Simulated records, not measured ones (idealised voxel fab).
The following is a process module called voxel transistor to metal.
The cross-section on display is named cut; it measures 270 nm wide, and its cells are 5 nm squares.
Cross-sections here: square-cell grids, written as top-down lists of bands, a band being one or more rows of cells. Read a band's entry like this: the first values are the height of its top and the height of its bottom in nm, and what follows is the sequence of materials from left to right, each with its width in nm. Note that "air" is empty space, and that a single material marked "edge to edge" reaches across the band from edge to edge. Basically, 0 is our baseline, since under it the wafer straight out of the box is all one material. The bottom band has no lower end and keeps on going down, so it looks like "0 nm and below". So if you see something like "30->40" for the width, read it as the top row of the band sitting at the first number and the bottom row at the second, with every row in between moving by the same amount as the last. Key: "everything unchanged" - step with no changed cell in the cross-section. Closed empty spaces (no open way to the top) of 8 cells or more are what "Closed void table" lists, each as width x height at distance from the left edge, nm for all three. Whatever follows a step's settings on its line is a remark the simulator itself makes about that step. The "overlay nm" setting may appear on a step's line; for a step that uses a mask, it gives how far to the right of its planned position the mask lay, and a negative value indicates the left.
Below is the list of planned process steps:
1 op RECEIVE | material Si
2 op OXIDIZE | depth nm 5
3 op CONFORMAL_DEP | material SiN | thk nm 15
4 op DIRECTIONAL_DEP | material aC | thk nm 10
5 op PATTERN | tone cover | mask id ACTIVE | material resist | width nm 105 | pitch nm 135 | thk nm 30 | overlay nm 0
6 op DIRECTIONAL_ETCH | etch materials aC | depth nm 10
7 op STRIP | etch materials resist
8 op DIRECTIONAL_ETCH | etch materials SiN | depth nm 15
9 op DIRECTIONAL_ETCH | etch materials SiO2 | depth nm 5
10 op DIRECTIONAL_ETCH | etch materials Si | depth nm 35
11 op STRIP | etch materials aC
12 op OXIDIZE | depth nm 5
13 op FILL_DEP | material SiO2 | thk nm 15
14 op CMP | height nm 15
15 op SELECTIVE_ETCH | etch materials SiO2 | depth nm 15
16 op STRIP | etch materials SiN
17 op SELECTIVE_ETCH | etch materials SiO2 | depth nm 5
18 op OXIDIZE | depth nm 5
19 op DIRECTIONAL_DEP | material polySi | thk nm 25
20 op DIRECTIONAL_DEP | material SiCN | thk nm 10
21 op PATTERN | tone cover | mask id GATE | material resist | width nm 25 | pitch nm 135 | thk nm 15 | overlay nm 0
22 op DIRECTIONAL_ETCH | etch materials SiCN | depth nm 20
23 op DIRECTIONAL_ETCH | etch materials polySi | depth nm 35
24 op STRIP | etch materials resist
25 op CONFORMAL_DEP | material SiO2 | thk nm 5
26 op DIRECTIONAL_ETCH | etch materials SiO2 | depth nm 5
27 op CONFORMAL_DEP | material SiN | thk nm 5
28 op DIRECTIONAL_ETCH | etch materials SiN | depth nm 5
29 op DIRECTIONAL_ETCH | etch materials SiO2 | depth nm 5
30 op DIRECTIONAL_ETCH | etch materials Si | depth nm 10
31 op EPI | material pSi | thk nm 15
32 op FILL_DEP | material SiO2 | thk nm 5
33 op CMP | height nm 30
34 op DIRECTIONAL_DEP | material SiO2 | thk nm 10
35 op MASKED_ETCH | tone open | mask id CONTACT | width nm 15 | etch materials SiO2 | depth nm 45 | overlay nm 0
36 op CONFORMAL_DEP | material TiN | thk nm 5
37 op FILL_DEP | material W | thk nm 10
38 op CMP | height nm 40
39 op DIRECTIONAL_DEP | material TiN | thk nm 5
40 op DIRECTIONAL_DEP | material W | thk nm 25
41 op PATTERN | tone cover | mask id METAL_1 | material resist | width nm 15 | thk nm 20 | overlay nm 0
42 op DIRECTIONAL_ETCH | etch materials W | depth nm 25
43 op DIRECTIONAL_ETCH | etch materials TiN | depth nm 5
44 op STRIP | etch materials resist
45 op CONFORMAL_DEP | material SiCN | thk nm 5
46 op FILL_DEP | material SiO2 | thk nm 5
47 op CMP | height nm 70
48 op CONFORMAL_DEP | material SiCN | thk nm 5
First of two wafers: run as planned:
Wafer as received: cross-section following step 1:
	0 nm and below | Si edge to edge
	Closed void table: none
Cross-section: wafer state after step 2:
	0 nm to -5 nm | SiO2 edge to edge
	No changes below -5.
Cross-section: wafer state after step 3:
	15 nm to 0 nm | SiN edge to edge
	No changes below 0.
Cross-section: wafer state after step 4:
	25 nm to 15 nm | aC edge to edge
	No changes below 15.
Cross-section: wafer state after step 5:
	55 nm to 25 nm | air 15 | resist 105 | air 30 | resist 105 | air 15
	No changes below 25.
Cross-section: wafer state after step 6:
	45 nm to 25 nm | air 15 | resist 105 | air 30 | resist 105 | air 15
	25 nm to 15 nm | air 15 | aC 105 | air 30 | aC 105 | air 15
	No changes below 15.
Cross-section: wafer state after step 7:
	25 nm to 15 nm | air 15 | aC 105 | air 30 | aC 105 | air 15
	No changes below 15.
Cross-section: wafer state after step 8:
	25 nm to 15 nm | air 15 | aC 105 | air 30 | aC 105 | air 15
	15 nm to 0 nm | air 15 | SiN 105 | air 30 | SiN 105 | air 15
	No changes below 0.
Cross-section: wafer state after step 9:
	25 nm to 15 nm | air 15 | aC 105 | air 30 | aC 105 | air 15
	15 nm to 0 nm | air 15 | SiN 105 | air 30 | SiN 105 | air 15
	0 nm to -5 nm | air 15 | SiO2 105 | air 30 | SiO2 105 | air 15
	No changes below -5.
Cross-section: wafer state after step 10:
	25 nm to 15 nm | air 15 | aC 105 | air 30 | aC 105 | air 15
	15 nm to 0 nm | air 15 | SiN 105 | air 30 | SiN 105 | air 15
	0 nm to -5 nm | air 15 | SiO2 105 | air 30 | SiO2 105 | air 15
	-5 nm to -40 nm | air 15 | Si 105 | air 30 | Si 105 | air 15
	No changes below -40.
Cross-section: wafer state after step 11:
	15 nm to 0 nm | air 15 | SiN 105 | air 30 | SiN 105 | air 15
	No changes below 0.
Cross-section: wafer state after step 12:
	15 nm to 0 nm | air 15 | SiN 105 | air 30 | SiN 105 | air 15
	0 nm to -5 nm | air 15 | SiO2 105 | air 30 | SiO2 105 | air 15
	-5 nm to -40 nm | air 15 | SiO2 5 | Si 95 | SiO2 5 | air 30 | SiO2 5 | Si 95 | SiO2 5 | air 15
	-40 nm to -45 nm | SiO2 20 | Si 95 | SiO2 40 | Si 95 | SiO2 20
	No changes below -45.
Cross-section: wafer state after step 13:
	30 nm to 15 nm | SiO2 edge to edge
	15 nm to 0 nm | SiO2 15 | SiN 105 | SiO2 30 | SiN 105 | SiO2 15
	0 nm to -5 nm | SiO2 edge to edge
	-5 nm to -45 nm | SiO2 20 | Si 95 | SiO2 40 | Si 95 | SiO2 20
	No changes below -45.
Cross-section: wafer state after step 14:
	15 nm to 0 nm | SiO2 15 | SiN 105 | SiO2 30 | SiN 105 | SiO2 15
	No changes below 0.
Cross-section: wafer state after step 15:
	15 nm to 0 nm | air 15 | SiN 105 | air 30 | SiN 105 | air 15
	No changes below 0.
Cross-section: wafer state after step 16:
	0 nm to -5 nm | SiO2 edge to edge
	No changes below -5.
Cross-section: wafer state after step 17:
	-5 nm to -45 nm | SiO2 20 | Si 95 | SiO2 40 | Si 95 | SiO2 20
	No changes below -45.
Cross-section: wafer state after step 18:
	-5 nm to -10 nm | SiO2 edge to edge
	No changes below -10.
Cross-section: wafer state after step 19:
	20 nm to -5 nm | polySi edge to edge
	No changes below -5.
Cross-section: wafer state after step 20:
	30 nm to 20 nm | SiCN edge to edge
	No changes below 20.
Cross-section: wafer state after step 21:
	45 nm to 30 nm | air 55 | resist 25 | air 110 | resist 25 | air 55
	No changes below 30.
Cross-section: wafer state after step 22:
	45 nm to 30 nm | air 55 | resist 25 | air 110 | resist 25 | air 55
	30 nm to 20 nm | air 55 | SiCN 25 | air 110 | SiCN 25 | air 55
	No changes below 20.
Cross-section: wafer state after step 23:
	45 nm to 30 nm | air 55 | resist 25 | air 110 | resist 25 | air 55
	30 nm to 20 nm | air 55 | SiCN 25 | air 110 | SiCN 25 | air 55
	20 nm to -5 nm | air 55 | polySi 25 | air 110 | polySi 25 | air 55
	No changes below -5.
Cross-section: wafer state after step 24:
	30 nm to 20 nm | air 55 | SiCN 25 | air 110 | SiCN 25 | air 55
	No changes below 20.
Cross-section: wafer state after step 25:
	35 nm to 30 nm | air 50 | SiO2 35 | air 100 | SiO2 35 | air 50
	30 nm to 20 nm | air 50 | SiO2 5 | SiCN 25 | SiO2 5 | air 100 | SiO2 5 | SiCN 25 | SiO2 5 | air 50
	20 nm to 0 nm | air 50 | SiO2 5 | polySi 25 | SiO2 5 | air 100 | SiO2 5 | polySi 25 | SiO2 5 | air 50
	0 nm to -5 nm | SiO2 55 | polySi 25 | SiO2 110 | polySi 25 | SiO2 55
	No changes below -5.
Cross-section: wafer state after step 26:
	30 nm to 20 nm | air 50 | SiO2 5 | SiCN 25 | SiO2 5 | air 100 | SiO2 5 | SiCN 25 | SiO2 5 | air 50
	20 nm to -5 nm | air 50 | SiO2 5 | polySi 25 | SiO2 5 | air 100 | SiO2 5 | polySi 25 | SiO2 5 | air 50
	No changes below -5.
Cross-section: wafer state after step 27:
	35 nm to 30 nm | air 45 | SiN 45 | air 90 | SiN 45 | air 45
	30 nm to 20 nm | air 45 | SiN 5 | SiO2 5 | SiCN 25 | SiO2 5 | SiN 5 | air 90 | SiN 5 | SiO2 5 | SiCN 25 | SiO2 5 | SiN 5 | air 45
	20 nm to 0 nm | air 45 | SiN 5 | SiO2 5 | polySi 25 | SiO2 5 | SiN 5 | air 90 | SiN 5 | SiO2 5 | polySi 25 | SiO2 5 | SiN 5 | air 45
	0 nm to -5 nm | SiN 50 | SiO2 5 | polySi 25 | SiO2 5 | SiN 100 | SiO2 5 | polySi 25 | SiO2 5 | SiN 50
	No changes below -5.
Cross-section: wafer state after step 28:
	30 nm to 20 nm | air 45 | SiN 5 | SiO2 5 | SiCN 25 | SiO2 5 | SiN 5 | air 90 | SiN 5 | SiO2 5 | SiCN 25 | SiO2 5 | SiN 5 | air 45
	20 nm to -5 nm | air 45 | SiN 5 | SiO2 5 | polySi 25 | SiO2 5 | SiN 5 | air 90 | SiN 5 | SiO2 5 | polySi 25 | SiO2 5 | SiN 5 | air 45
	No changes below -5.
Cross-section: wafer state after step 29:
	30 nm to 25 nm | air 45 | SiN 5 | air 5 | SiCN 25 | air 5 | SiN 5 | air 90 | SiN 5 | air 5 | SiCN 25 | air 5 | SiN 5 | air 45
	25 nm to 20 nm | air 45 | SiN 5 | SiO2 5 | SiCN 25 | SiO2 5 | SiN 5 | air 90 | SiN 5 | SiO2 5 | SiCN 25 | SiO2 5 | SiN 5 | air 45
	20 nm to -5 nm | air 45 | SiN 5 | SiO2 5 | polySi 25 | SiO2 5 | SiN 5 | air 90 | SiN 5 | SiO2 5 | polySi 25 | SiO2 5 | SiN 5 | air 45
	-5 nm to -10 nm | air 45 | SiO2 45 | air 90 | SiO2 45 | air 45
	No changes below -10.
Cross-section: wafer state after step 30:
	30 nm to 25 nm | air 45 | SiN 5 | air 5 | SiCN 25 | air 5 | SiN 5 | air 90 | SiN 5 | air 5 | SiCN 25 | air 5 | SiN 5 | air 45
	25 nm to 20 nm | air 45 | SiN 5 | SiO2 5 | SiCN 25 | SiO2 5 | SiN 5 | air 90 | SiN 5 | SiO2 5 | SiCN 25 | SiO2 5 | SiN 5 | air 45
	20 nm to -5 nm | air 45 | SiN 5 | SiO2 5 | polySi 25 | SiO2 5 | SiN 5 | air 90 | SiN 5 | SiO2 5 | polySi 25 | SiO2 5 | SiN 5 | air 45
	-5 nm to -10 nm | air 45 | SiO2 45 | air 90 | SiO2 45 | air 45
	-10 nm to -20 nm | SiO2 20 | air 25 | Si 45 | air 25 | SiO2 40 | air 25 | Si 45 | air 25 | SiO2 20
	No changes below -20.
Cross-section: wafer state after step 31:
	30 nm to 25 nm | air 45 | SiN 5 | air 5 | SiCN 25 | air 5 | SiN 5 | air 90 | SiN 5 | air 5 | SiCN 25 | air 5 | SiN 5 | air 45
	25 nm to 20 nm | air 45 | SiN 5 | SiO2 5 | SiCN 25 | SiO2 5 | SiN 5 | air 90 | SiN 5 | SiO2 5 | SiCN 25 | SiO2 5 | SiN 5 | air 45
	20 nm to 5 nm | air 45 | SiN 5 | SiO2 5 | polySi 25 | SiO2 5 | SiN 5 | air 90 | SiN 5 | SiO2 5 | polySi 25 | SiO2 5 | SiN 5 | air 45
	5 nm to -5 nm | air 30 | pSi 15 | SiN 5 | SiO2 5 | polySi 25 | SiO2 5 | SiN 5 | pSi 15 | air 60 | pSi 15 | SiN 5 | SiO2 5 | polySi 25 | SiO2 5 | SiN 5 | pSi 15 | air 30
	-5 nm to -10 nm | air 15 | pSi 30 | SiO2 45 | pSi 30 | air 30 | pSi 30 | SiO2 45 | pSi 30 | air 15
	-10 nm to -20 nm | SiO2 20 | pSi 25 | Si 45 | pSi 25 | SiO2 40 | pSi 25 | Si 45 | pSi 25 | SiO2 20
	No changes below -20.
Cross-section: wafer state after step 32:
	35 nm to 30 nm | SiO2 edge to edge
	30 nm to 20 nm | SiO2 45 | SiN 5 | SiO2 5 | SiCN 25 | SiO2 5 | SiN 5 | SiO2 90 | SiN 5 | SiO2 5 | SiCN 25 | SiO2 5 | SiN 5 | SiO2 45
	20 nm to 5 nm | SiO2 45 | SiN 5 | SiO2 5 | polySi 25 | SiO2 5 | SiN 5 | SiO2 90 | SiN 5 | SiO2 5 | polySi 25 | SiO2 5 | SiN 5 | SiO2 45
	5 nm to -5 nm | SiO2 30 | pSi 15 | SiN 5 | SiO2 5 | polySi 25 | SiO2 5 | SiN 5 | pSi 15 | SiO2 60 | pSi 15 | SiN 5 | SiO2 5 | polySi 25 | SiO2 5 | SiN 5 | pSi 15 | SiO2 30
	-5 nm to -10 nm | SiO2 15 | pSi 30 | SiO2 45 | pSi 30 | SiO2 30 | pSi 30 | SiO2 45 | pSi 30 | SiO2 15
	No changes below -10.
Cross-section: wafer state after step 33:
	30 nm to 20 nm | SiO2 45 | SiN 5 | SiO2 5 | SiCN 25 | SiO2 5 | SiN 5 | SiO2 90 | SiN 5 | SiO2 5 | SiCN 25 | SiO2 5 | SiN 5 | SiO2 45
	No changes below 20.
Cross-section: wafer state after step 34:
	40 nm to 30 nm | SiO2 edge to edge
	No changes below 30.
Cross-section: wafer state after step 35:
	40 nm to 30 nm | SiO2 20 | air 15 | SiO2 65 | air 15 | SiO2 40 | air 15 | SiO2 65 | air 15 | SiO2 20
	30 nm to 20 nm | SiO2 20 | air 15 | SiO2 10 | SiN 5 | SiO2 5 | SiCN 25 | SiO2 5 | SiN 5 | SiO2 10 | air 15 | SiO2 40 | air 15 | SiO2 10 | SiN 5 | SiO2 5 | SiCN 25 | SiO2 5 | SiN 5 | SiO2 10 | air 15 | SiO2 20
	20 nm to 5 nm | SiO2 20 | air 15 | SiO2 10 | SiN 5 | SiO2 5 | polySi 25 | SiO2 5 | SiN 5 | SiO2 10 | air 15 | SiO2 40 | air 15 | SiO2 10 | SiN 5 | SiO2 5 | polySi 25 | SiO2 5 | SiN 5 | SiO2 10 | air 15 | SiO2 20
	5 nm to -5 nm | SiO2 20 | air 10 | pSi 15 | SiN 5 | SiO2 5 | polySi 25 | SiO2 5 | SiN 5 | pSi 15 | air 10 | SiO2 40 | air 10 | pSi 15 | SiN 5 | SiO2 5 | polySi 25 | SiO2 5 | SiN 5 | pSi 15 | air 10 | SiO2 20
	No changes below -5.
Cross-section: wafer state after step 36:
	45 nm to 40 nm | TiN 25 | air 5 | TiN 75 | air 5 | TiN 50 | air 5 | TiN 75 | air 5 | TiN 25
	40 nm to 30 nm | SiO2 20 | TiN 5 | air 5 | TiN 5 | SiO2 65 | TiN 5 | air 5 | TiN 5 | SiO2 40 | TiN 5 | air 5 | TiN 5 | SiO2 65 | TiN 5 | air 5 | TiN 5 | SiO2 20
	30 nm to 20 nm | SiO2 20 | TiN 5 | air 5 | TiN 5 | SiO2 10 | SiN 5 | SiO2 5 | SiCN 25 | SiO2 5 | SiN 5 | SiO2 10 | TiN 5 | air 5 | TiN 5 | SiO2 40 | TiN 5 | air 5 | TiN 5 | SiO2 10 | SiN 5 | SiO2 5 | SiCN 25 | SiO2 5 | SiN 5 | SiO2 10 | TiN 5 | air 5 | TiN 5 | SiO2 20
	20 nm to 10 nm | SiO2 20 | TiN 5 | air 5 | TiN 5 | SiO2 10 | SiN 5 | SiO2 5 | polySi 25 | SiO2 5 | SiN 5 | SiO2 10 | TiN 5 | air 5 | TiN 5 | SiO2 40 | TiN 5 | air 5 | TiN 5 | SiO2 10 | SiN 5 | SiO2 5 | polySi 25 | SiO2 5 | SiN 5 | SiO2 10 | TiN 5 | air 5 | TiN 5 | SiO2 20
	10 nm to 5 nm | SiO2 20 | TiN 15 | SiO2 10 | SiN 5 | SiO2 5 | polySi 25 | SiO2 5 | SiN 5 | SiO2 10 | TiN 15 | SiO2 40 | TiN 15 | SiO2 10 | SiN 5 | SiO2 5 | polySi 25 | SiO2 5 | SiN 5 | SiO2 10 | TiN 15 | SiO2 20
	5 nm to -5 nm | SiO2 20 | TiN 10 | pSi 15 | SiN 5 | SiO2 5 | polySi 25 | SiO2 5 | SiN 5 | pSi 15 | TiN 10 | SiO2 40 | TiN 10 | pSi 15 | SiN 5 | SiO2 5 | polySi 25 | SiO2 5 | SiN 5 | pSi 15 | TiN 10 | SiO2 20
	No changes below -5.
Cross-section: wafer state after step 37:
	55 nm to 45 nm | W edge to edge
	45 nm to 40 nm | TiN 25 | W 5 | TiN 75 | W 5 | TiN 50 | W 5 | TiN 75 | W 5 | TiN 25
	40 nm to 30 nm | SiO2 20 | TiN 5 | W 5 | TiN 5 | SiO2 65 | TiN 5 | W 5 | TiN 5 | SiO2 40 | TiN 5 | W 5 | TiN 5 | SiO2 65 | TiN 5 | W 5 | TiN 5 | SiO2 20
	30 nm to 20 nm | SiO2 20 | TiN 5 | W 5 | TiN 5 | SiO2 10 | SiN 5 | SiO2 5 | SiCN 25 | SiO2 5 | SiN 5 | SiO2 10 | TiN 5 | W 5 | TiN 5 | SiO2 40 | TiN 5 | W 5 | TiN 5 | SiO2 10 | SiN 5 | SiO2 5 | SiCN 25 | SiO2 5 | SiN 5 | SiO2 10 | TiN 5 | W 5 | TiN 5 | SiO2 20
	20 nm to 10 nm | SiO2 20 | TiN 5 | W 5 | TiN 5 | SiO2 10 | SiN 5 | SiO2 5 | polySi 25 | SiO2 5 | SiN 5 | SiO2 10 | TiN 5 | W 5 | TiN 5 | SiO2 40 | TiN 5 | W 5 | TiN 5 | SiO2 10 | SiN 5 | SiO2 5 | polySi 25 | SiO2 5 | SiN 5 | SiO2 10 | TiN 5 | W 5 | TiN 5 | SiO2 20
	No changes below 10.
Cross-section: wafer state after step 38:
	40 nm to 30 nm | SiO2 20 | TiN 5 | W 5 | TiN 5 | SiO2 65 | TiN 5 | W 5 | TiN 5 | SiO2 40 | TiN 5 | W 5 | TiN 5 | SiO2 65 | TiN 5 | W 5 | TiN 5 | SiO2 20
	No changes below 30.
Cross-section: wafer state after step 39:
	45 nm to 40 nm | TiN edge to edge
	No changes below 40.
Cross-section: wafer state after step 40:
	70 nm to 45 nm | W edge to edge
	No changes below 45.
Cross-section: wafer state after step 41:
	90 nm to 70 nm | air 20 | resist 15 | air 65 | resist 15 | air 40 | resist 15 | air 65 | resist 15 | air 20
	No changes below 70.
Cross-section: wafer state after step 42:
	90 nm to 70 nm | air 20 | resist 15 | air 65 | resist 15 | air 40 | resist 15 | air 65 | resist 15 | air 20
	70 nm to 45 nm | air 20 | W 15 | air 65 | W 15 | air 40 | W 15 | air 65 | W 15 | air 20
	No changes below 45.
Cross-section: wafer state after step 43:
	90 nm to 70 nm | air 20 | resist 15 | air 65 | resist 15 | air 40 | resist 15 | air 65 | resist 15 | air 20
	70 nm to 45 nm | air 20 | W 15 | air 65 | W 15 | air 40 | W 15 | air 65 | W 15 | air 20
	45 nm to 40 nm | air 20 | TiN 15 | air 65 | TiN 15 | air 40 | TiN 15 | air 65 | TiN 15 | air 20
	No changes below 40.
Cross-section: wafer state after step 44:
	70 nm to 45 nm | air 20 | W 15 | air 65 | W 15 | air 40 | W 15 | air 65 | W 15 | air 20
	No changes below 45.
Cross-section: wafer state after step 45:
	75 nm to 70 nm | air 15 | SiCN 25 | air 55 | SiCN 25 | air 30 | SiCN 25 | air 55 | SiCN 25 | air 15
	70 nm to 45 nm | air 15 | SiCN 5 | W 15 | SiCN 5 | air 55 | SiCN 5 | W 15 | SiCN 5 | air 30 | SiCN 5 | W 15 | SiCN 5 | air 55 | SiCN 5 | W 15 | SiCN 5 | air 15
	45 nm to 40 nm | SiCN 20 | TiN 15 | SiCN 65 | TiN 15 | SiCN 40 | TiN 15 | SiCN 65 | TiN 15 | SiCN 20
	No changes below 40.
Cross-section: wafer state after step 46:
	80 nm to 75 nm | SiO2 edge to edge
	75 nm to 70 nm | SiO2 15 | SiCN 25 | SiO2 55 | SiCN 25 | SiO2 30 | SiCN 25 | SiO2 55 | SiCN 25 | SiO2 15
	70 nm to 45 nm | SiO2 15 | SiCN 5 | W 15 | SiCN 5 | SiO2 55 | SiCN 5 | W 15 | SiCN 5 | SiO2 30 | SiCN 5 | W 15 | SiCN 5 | SiO2 55 | SiCN 5 | W 15 | SiCN 5 | SiO2 15
	No changes below 45.
Cross-section: wafer state after step 47:
	70 nm to 45 nm | SiO2 15 | SiCN 5 | W 15 | SiCN 5 | SiO2 55 | SiCN 5 | W 15 | SiCN 5 | SiO2 30 | SiCN 5 | W 15 | SiCN 5 | SiO2 55 | SiCN 5 | W 15 | SiCN 5 | SiO2 15
	No changes below 45.
Cross-section: wafer state after step 48:
	75 nm to 70 nm | SiCN edge to edge
	No changes below 70.
The second wafer began exactly as the first did and followed the same plan, but one mistake was made while running it; through step 40 inclusive, the two wafers are identical:
At the planned end of step 41, the second wafer in cross-section:
	90 nm to 70 nm | air 15 | resist 15 | air 65 | resist 15 | air 40 | resist 15 | air 65 | resist 15 | air 25
	No changes below 70.
At the planned end of step 42, the second wafer in cross-section:
	90 nm to 70 nm | air 15 | resist 15 | air 65 | resist 15 | air 40 | resist 15 | air 65 | resist 15 | air 25
	70 nm to 45 nm | air 15 | W 15 | air 65 | W 15 | air 40 | W 15 | air 65 | W 15 | air 25
	No changes below 45.
At the planned end of step 43, the second wafer in cross-section:
	90 nm to 70 nm | air 15 | resist 15 | air 65 | resist 15 | air 40 | resist 15 | air 65 | resist 15 | air 25
	70 nm to 45 nm | air 15 | W 15 | air 65 | W 15 | air 40 | W 15 | air 65 | W 15 | air 25
	45 nm to 40 nm | air 15 | TiN 15 | air 65 | TiN 15 | air 40 | TiN 15 | air 65 | TiN 15 | air 25
	No changes below 40.
At the planned end of step 44, the second wafer in cross-section:
	70 nm to 45 nm | air 15 | W 15 | air 65 | W 15 | air 40 | W 15 | air 65 | W 15 | air 25
	No changes below 45.
At the planned end of step 45, the second wafer in cross-section:
	75 nm to 70 nm | air 10 | SiCN 25 | air 55 | SiCN 25 | air 30 | SiCN 25 | air 55 | SiCN 25 | air 20
	70 nm to 45 nm | air 10 | SiCN 5 | W 15 | SiCN 5 | air 55 | SiCN 5 | W 15 | SiCN 5 | air 30 | SiCN 5 | W 15 | SiCN 5 | air 55 | SiCN 5 | W 15 | SiCN 5 | air 20
	45 nm to 40 nm | SiCN 15 | TiN 15 | SiCN 65 | TiN 15 | SiCN 40 | TiN 15 | SiCN 65 | TiN 15 | SiCN 25
	No changes below 40.
At the planned end of step 46, the second wafer in cross-section:
	80 nm to 75 nm | SiO2 edge to edge
	75 nm to 70 nm | SiO2 10 | SiCN 25 | SiO2 55 | SiCN 25 | SiO2 30 | SiCN 25 | SiO2 55 | SiCN 25 | SiO2 20
	70 nm to 45 nm | SiO2 10 | SiCN 5 | W 15 | SiCN 5 | SiO2 55 | SiCN 5 | W 15 | SiCN 5 | SiO2 30 | SiCN 5 | W 15 | SiCN 5 | SiO2 55 | SiCN 5 | W 15 | SiCN 5 | SiO2 20
	No changes below 45.
At the planned end of step 47, the second wafer in cross-section:
	70 nm to 45 nm | SiO2 10 | SiCN 5 | W 15 | SiCN 5 | SiO2 55 | SiCN 5 | W 15 | SiCN 5 | SiO2 30 | SiCN 5 | W 15 | SiCN 5 | SiO2 55 | SiCN 5 | W 15 | SiCN 5 | SiO2 20
	No changes below 45.
At the planned end of step 48, the second wafer in cross-section:
	75 nm to 70 nm | SiCN edge to edge
	No changes below 70.
Heads up, the wafer didn't run the way we planned it: step 41 was run on a setting that differed from the plan, and what really ran there is op PATTERN | tone cover | mask id METAL_1 | material resist | width nm 15 | thk nm 20 | overlay nm -5
Tallied in cells, the final second wafer holds each material in the same quantity as the first, although not at the same places.
